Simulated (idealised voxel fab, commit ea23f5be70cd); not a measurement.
You're looking at the process module voxel self aligned vias.
In the cross-section labelled cut, the width is 280 nm and each square cell is 5 nm.
Cross-sections here: square-cell grids, written as top-down lists of bands, a band being one or more rows of cells.
Look at the band entry: it leads with the top's height and the bottom's height in nm. Then it lists the materials left to right, with a width in nm for each. The word "edge to edge" on a single material says that material fills the band edge to edge. The word "blank" is empty space.
Heights are expressed relative to 0, this being the level below which the as-received wafer comprises one material exclusively. The lowest band is unbounded in the downward direction and is denoted as in "z 0 and below".
Per-row width for "30->40": begins at first number (top row of band), ends at second number (bottom row), increment between rows held constant.
The cross-section has no changed cell in any step marked "no modifications".
The label "Unvented voids" introduces a list of the empty spaces, 8 cells or larger, that have no open way up to the top; each entry in it reads width x height at distance, where the distance is taken from the left edge and all three are stated in nm.
Anything after a step's settings on that line? It's the simulator's own note about the step.
Steps that use a mask can have "overlay nm" on their line. It says how far the mask sat to the right of where it was meant to be. Negative means to the left.
### Planned step list for the process
1 RECEIVE, material Si
2 CONFORMAL_DEP, material SiO2, thk nm 10
3 CONFORMAL_DEP, material SiCN, thk nm 5
4 DIRECTIONAL_DEP, material SiO2, thk nm 25
5 PATTERN, tone open, mask id LINES, material resist, width nm 20, pitch nm 50, thk nm 15, overlay nm 0
6 DIRECTIONAL_ETCH, etch materials SiO2, depth nm 25
7 STRIP, etch materials resist
8 CONFORMAL_DEP, material TiN, thk nm 5
9 FILL_DEP, material Ru, thk nm 10
10 CMP, height nm 40
11 SELECTIVE_ETCH, etch materials W Ru TiN, depth nm 5
12 FILL_DEP, material SiN, thk nm 10
13 CMP, height nm 40
14 DIRECTIONAL_DEP, material SiO2, thk nm 20
15 MASKED_ETCH, tone open, mask id VIAS, width nm 30, pitch nm 50, etch materials SiO2, depth nm 20, overlay nm 0
16 MASKED_ETCH, tone open, mask id VIAS, width nm 30, pitch nm 50, etch materials SiN, depth nm 5, overlay nm 0
17 CONFORMAL_DEP, material TiN, thk nm 5
18 FILL_DEP, material W, thk nm 10
19 CMP, height nm 60
20 CONFORMAL_DEP, material SiCN, thk nm 5
### Cross-section of the wafer upon arrival, representing the state reached after step 1
z 0 and below = Si edge to edge
Unvented voids: none
### Wafer cross-section at module end: first of two, run to plan
z 65 to 60 = SiCN edge to edge
z 60 to 45 = SiO2=75  TiN=5  W=20  TiN=5  SiO2=20  TiN=5  W=20  TiN=5  SiO2=20  TiN=5  W=20  TiN=5  SiO2=75
z 45 to 40 = SiO2=75  TiN=10  W=10  TiN=10  SiO2=20  TiN=10  W=10  TiN=10  SiO2=20  TiN=10  W=10  TiN=10  SiO2=75
z 40 to 35 = SiO2=80  TiN=20  SiO2=30  TiN=20  SiO2=30  TiN=20  SiO2=80
z 35 to 20 = SiO2=80  TiN=5  Ru=10  TiN=5  SiO2=30  TiN=5  Ru=10  TiN=5  SiO2=30  TiN=5  Ru=10  TiN=5  SiO2=80
z 20 to 15 = SiO2=80  TiN=20  SiO2=30  TiN=20  SiO2=30  TiN=20  SiO2=80
z 15 to 10 = SiCN edge to edge
z 10 to 0 = SiO2 edge to edge
z 0 and below = Si edge to edge
Unvented voids: none
### Same start, same plan as the first wafer - but one mistake in the run. Cross-section of the second of the two at the end of the module
z 65 to 60 = SiCN edge to edge
z 60 to 45 = SiO2=75  TiN=5  W=20  TiN=5  SiO2=20  TiN=5  W=20  TiN=5  SiO2=20  TiN=5  W=20  TiN=5  SiO2=75
z 45 to 40 = SiO2=75  TiN=30  SiO2=20  TiN=30  SiO2=20  TiN=30  SiO2=75
z 40 to 35 = SiN=75  TiN=5  SiO2=20  TiN=5  SiN=20  TiN=5  SiO2=20  TiN=5  SiN=20  TiN=5  SiO2=20  TiN=5  SiN=75
z 35 to 20 = Ru=75  TiN=5  SiO2=20  TiN=5  Ru=20  TiN=5  SiO2=20  TiN=5  Ru=20  TiN=5  SiO2=20  TiN=5  Ru=75
z 20 to 15 = TiN=80  SiO2=20  TiN=30  SiO2=20  TiN=30  SiO2=20  TiN=80
z 15 to 10 = SiCN edge to edge
z 10 to 0 = SiO2 edge to edge
z 0 and below = Si edge to edge
Unvented voids: none
Here's what went sideways: step 5 changed vs plan, executed as PATTERN, tone cover, mask id LINES, material resist, width nm 20, pitch nm 50, thk nm 15, overlay nm 0
Materials where the second wafer ends with more or fewer cells than the first: 96 more of Ru; 38 more of SiN; 160 fewer of SiO2; 32 more of TiN; 6 fewer of W
